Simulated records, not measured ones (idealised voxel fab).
The following process module bears the name voxel released beams.
FYI the section here is cut, 280 nm wide, cells are 5 nm squares.
Cross-section = grid of square cells, listed top down in bands; band = one or more rows. This entry defines a band. It first specifies the height of the band's top and the height of its bottom in nm, and then specifies the band's materials from left to right, stating each material with its width in nm. The word "full width" identifies a single material that fills the band from edge to edge, while the word "empty" identifies empty space. Ref level 0: as-received wafer is one material below here. Bottom band extends down with no lower bound ("0 and below"). The width entry "30->40" should be interpreted row by row: the top row of cells in the band takes the first number, the bottom row takes the second number, and the change between adjacent rows is uniform throughout. Where a step carries "nothing was modified", the cross-section came out of it unchanged, cell for cell. The entry titled "Closed void table" provides the empty spaces that have no open way to the top, restricted to those of 8 cells or more. Each is presented as width x height at distance, the distance being measured from the left edge, with all three in nm. Heads up: the bit after the settings on a step's line is the simulator's remark on that step. Each step line may optionally specify "overlay nm", which for a step with a mask gives the rightward distance between the mask's planned place and where it lay, a negative value indicating the leftward direction.

Intended process steps:
| 1 | RECEIVE: material Si |
| 2 | CONFORMAL_DEP: material Al2O3, thk nm 10 |
| 3 | DIRECTIONAL_DEP: material SiO2, thk nm 15 |
| 4 | DIRECTIONAL_DEP: material aC, thk nm 15 |
| 5 | PATTERN: tone open, mask id ANCHOR, material resist, width nm 40, thk nm 30, overlay nm 0 |
| 6 | DIRECTIONAL_ETCH: etch materials aC, depth nm 15 |
| 7 | STRIP: etch materials resist |
| 8 | DIRECTIONAL_ETCH: etch materials SiO2, depth nm 15 |
| 9 | STRIP: etch materials aC |
| 10 | CONFORMAL_DEP: material SiN, thk nm 15 |
| 11 | DIRECTIONAL_DEP: material aC, thk nm 15 |
| 12 | PATTERN: tone cover, mask id BEAM, material resist, width nm 110, thk nm 35, overlay nm 0 |
| 13 | DIRECTIONAL_ETCH: etch materials aC, depth nm 15 |
| 14 | STRIP: etch materials resist |
| 15 | DIRECTIONAL_ETCH: etch materials SiN, depth nm 15 |
| 16 | STRIP: etch materials aC |
| 17 | STRIP: etch materials SiO2 |

The first of two wafers, run as planned:

As-received state of the wafer in cross-section, equivalent to post-step 1:
- 0 and below = Si full width
- Closed void table: none

The wafer, seen in cross-section, after step 2:
- 10 down to 0 = Al2O3 full width
- Whatever lies below 0 is exactly as it was before.

The wafer, seen in cross-section, after step 3:
- 25 down to 10 = SiO2 full width
- Whatever lies below 10 is exactly as it was before.

The wafer, seen in cross-section, after step 4:
- 40 down to 25 = aC full width
- Whatever lies below 25 is exactly as it was before.

The wafer, seen in cross-section, after step 5:
- 70 down to 40 = resist: 85; empty: 40; resist: 155
- Whatever lies below 40 is exactly as it was before.

The wafer, seen in cross-section, after step 6:
- 55 down to 40 = resist: 85; empty: 40; resist: 155
- 40 down to 25 = aC: 85; empty: 40; aC: 155
- Whatever lies below 25 is exactly as it was before.

The wafer, seen in cross-section, after step 7:
- 40 down to 25 = aC: 85; empty: 40; aC: 155
- Whatever lies below 25 is exactly as it was before.

The wafer, seen in cross-section, after step 8:
- 40 down to 25 = aC: 85; empty: 40; aC: 155
- 25 down to 10 = SiO2: 85; empty: 40; SiO2: 155
- Whatever lies below 10 is exactly as it was before.

The wafer, seen in cross-section, after step 9:
- 25 down to 10 = SiO2: 85; empty: 40; SiO2: 155
- Whatever lies below 10 is exactly as it was before.

The wafer, seen in cross-section, after step 10:
- 40 down to 25 = SiN: 100; empty: 10; SiN: 170
- 25 down to 10 = SiO2: 85; SiN: 40; SiO2: 155
- Whatever lies below 10 is exactly as it was before.

The wafer, seen in cross-section, after step 11:
- 55 down to 40 = aC: 100; empty: 10; aC: 170
- 40 down to 25 = SiN: 100; aC: 10; SiN: 170
- Whatever lies below 25 is exactly as it was before.

The wafer, seen in cross-section, after step 12:
- 90 down to 55 = empty: 80; resist: 110; empty: 90
- 55 down to 40 = aC: 100; resist: 10; aC: 170
- Whatever lies below 40 is exactly as it was before.

The wafer, seen in cross-section, after step 13:
- 75 down to 55 = empty: 80; resist: 110; empty: 90
- 55 down to 40 = empty: 80; aC: 20; resist: 10; aC: 80; empty: 90
- Whatever lies below 40 is exactly as it was before.

The wafer, seen in cross-section, after step 14:
- 55 down to 40 = empty: 80; aC: 20; empty: 10; aC: 80; empty: 90
- Whatever lies below 40 is exactly as it was before.

The wafer, seen in cross-section, after step 15:
- 55 down to 40 = empty: 80; aC: 20; empty: 10; aC: 80; empty: 90
- 40 down to 25 = empty: 80; SiN: 20; aC: 10; SiN: 80; empty: 90
- Whatever lies below 25 is exactly as it was before.

The wafer, seen in cross-section, after step 16:
- 40 down to 25 = empty: 80; SiN: 20; empty: 10; SiN: 80; empty: 90
- Whatever lies below 25 is exactly as it was before.

The wafer, seen in cross-section, after step 17:
- 40 down to 25 = empty: 80; SiN: 20; empty: 10; SiN: 80; empty: 90
- 25 down to 10 = empty: 85; SiN: 40; empty: 155
- Whatever lies below 10 is exactly as it was before.

Notes, second wafer: start = first wafer's, plan = first wafer's, execution had one mistake; history identical to first through step 11:

Second wafer at the planned finish of step 12, seen in cross-section:
- 90 down to 55 = empty: 90; resist: 110; empty: 80
- 55 down to 40 = aC: 100; resist: 10; aC: 170
- Whatever lies below 40 is exactly as it was before.

Second wafer at the planned finish of step 13, seen in cross-section:
- 75 down to 55 = empty: 90; resist: 110; empty: 80
- 55 down to 40 = empty: 90; aC: 10; resist: 10; aC: 90; empty: 80
- Whatever lies below 40 is exactly as it was before.

Second wafer at the planned finish of step 14, seen in cross-section:
- 55 down to 40 = empty: 90; aC: 10; empty: 10; aC: 90; empty: 80
- Whatever lies below 40 is exactly as it was before.

Second wafer at the planned finish of step 15, seen in cross-section:
- 55 down to 40 = empty: 90; aC: 10; empty: 10; aC: 90; empty: 80
- 40 down to 25 = empty: 90; SiN: 10; aC: 10; SiN: 90; empty: 80
- Whatever lies below 25 is exactly as it was before.

Second wafer at the planned finish of step 16, seen in cross-section:
- 40 down to 25 = empty: 90; SiN: 10; empty: 10; SiN: 90; empty: 80
- Whatever lies below 25 is exactly as it was before.

Second wafer at the planned finish of step 17, seen in cross-section:
- 40 down to 25 = empty: 90; SiN: 10; empty: 10; SiN: 90; empty: 80
- 25 down to 10 = empty: 85; SiN: 40; empty: 155
- Whatever lies below 10 is exactly as it was before.
Deviation from plan: planned and actual differ for step 12; actual: PATTERN: tone cover, mask id BEAM, material resist, width nm 110, thk nm 35, overlay nm 10
At the close, every material occupies the same number of cells on the second wafer as on the first, only in different positions.
